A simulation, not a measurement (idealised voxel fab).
process module | voxel spacer lines
cross-section cut | 265 nm wide | cells 5 nm
A cross-section is a grid of square cells, given in bands from the top down. A band is one or more rows of cells.
Each band's line starts with the height of the band's top and of its bottom, in nm. Then come its materials from left to right, each with its width in nm. One material with "throughout" fills the band from edge to edge. "air" is empty space.
Height 0 is the level under which the wafer as received is all one material. The lowest band goes on downwards, as in "0 down".
A width such as "30 to 40" changes by the same amount from each row of cells to the next, from the band's top row to its bottom row.
"no change" after a step means that no cell of the cross-section changed.
closed voids: empty space of 8 cells or more with no open way to the top, each as width x height at its distance from the left edge, in nm
after a step's settings: what the simulator itself notes on the step
overlay nm, on a step with a mask: how far to the right of its planned place the mask lay; to the left if negative
plan
1 op RECEIVE | material Si
2 op CONFORMAL_DEP | material Al2O3 | thk nm 10
3 op DIRECTIONAL_DEP | material W | thk nm 10
4 op DIRECTIONAL_DEP | material polySi | thk nm 25
5 op PATTERN | tone cover | mask id MANDREL | material resist | width nm 20 | pitch nm 70 | thk nm 30 | overlay nm 0
6 op DIRECTIONAL_ETCH | etch materials polySi | depth nm 25
7 op STRIP | etch materials resist
8 op CONFORMAL_DEP | material SiO2 | thk nm 15
9 op DIRECTIONAL_ETCH | etch materials SiO2 | depth nm 15
10 op STRIP | etch materials polySi
11 op DIRECTIONAL_ETCH | etch materials W | depth nm 10
12 op STRIP | etch materials SiO2
first wafer, as planned
as received, after step 1
  0 down: Si throughout
  closed voids: none
after step 2
  10 to 0: Al2O3 throughout
  below 0: unchanged
after step 3
  20 to 10: W throughout
  below 10: unchanged
after step 4
  45 to 20: polySi throughout
  below 20: unchanged
after step 5
  75 to 45: air 85 | resist 20 | air 50 | resist 20 | air 90
  below 45: unchanged
after step 6
  75 to 45: air 85 | resist 20 | air 50 | resist 20 | air 90
  45 to 20: air 85 | polySi 20 | air 50 | polySi 20 | air 90
  below 20: unchanged
after step 7
  45 to 20: air 85 | polySi 20 | air 50 | polySi 20 | air 90
  below 20: unchanged
after step 8
  60 to 45: air 70 | SiO2 50 | air 20 | SiO2 50 | air 75
  45 to 35: air 70 | SiO2 15 | polySi 20 | SiO2 15 | air 20 | SiO2 15 | polySi 20 | SiO2 15 | air 75
  35 to 20: SiO2 85 | polySi 20 | SiO2 50 | polySi 20 | SiO2 90
  below 20: unchanged
after step 9
  45 to 20: air 70 | SiO2 15 | polySi 20 | SiO2 15 | air 20 | SiO2 15 | polySi 20 | SiO2 15 | air 75
  below 20: unchanged
after step 10
  45 to 20: air 70 | SiO2 15 | air 20 | SiO2 15 | air 20 | SiO2 15 | air 20 | SiO2 15 | air 75
  below 20: unchanged
after step 11
  45 to 20: air 70 | SiO2 15 | air 20 | SiO2 15 | air 20 | SiO2 15 | air 20 | SiO2 15 | air 75
  20 to 10: air 70 | W 15 | air 20 | W 15 | air 20 | W 15 | air 20 | W 15 | air 75
  below 10: unchanged
after step 12
  20 to 10: air 70 | W 15 | air 20 | W 15 | air 20 | W 15 | air 20 | W 15 | air 75
  below 10: unchanged
second wafer: like start, like plan, one mistake. Through step 7 it matches the first wafer
when step 8 should have ended
  60 to 45: air 70 | W 50 | air 20 | W 50 | air 75
  45 to 35: air 70 | W 15 | polySi 20 | W 15 | air 20 | W 15 | polySi 20 | W 15 | air 75
  35 to 20: W 85 | polySi 20 | W 50 | polySi 20 | W 90
  below 20: unchanged
when step 9 should have ended: no change
when step 10 should have ended: no change
when step 11 should have ended
  50 to 45: air 70 | W 50 | air 20 | W 50 | air 75
  45 to 25: air 70 | W 15 | polySi 20 | W 15 | air 20 | W 15 | polySi 20 | W 15 | air 75
  below 25: unchanged
when step 12 should have ended: no change
what went wrong: step 8 ran as: op CONFORMAL_DEP | material W | thk nm 15
at the end the second wafer has, in cells: 195 more of W | 40 more of polySi
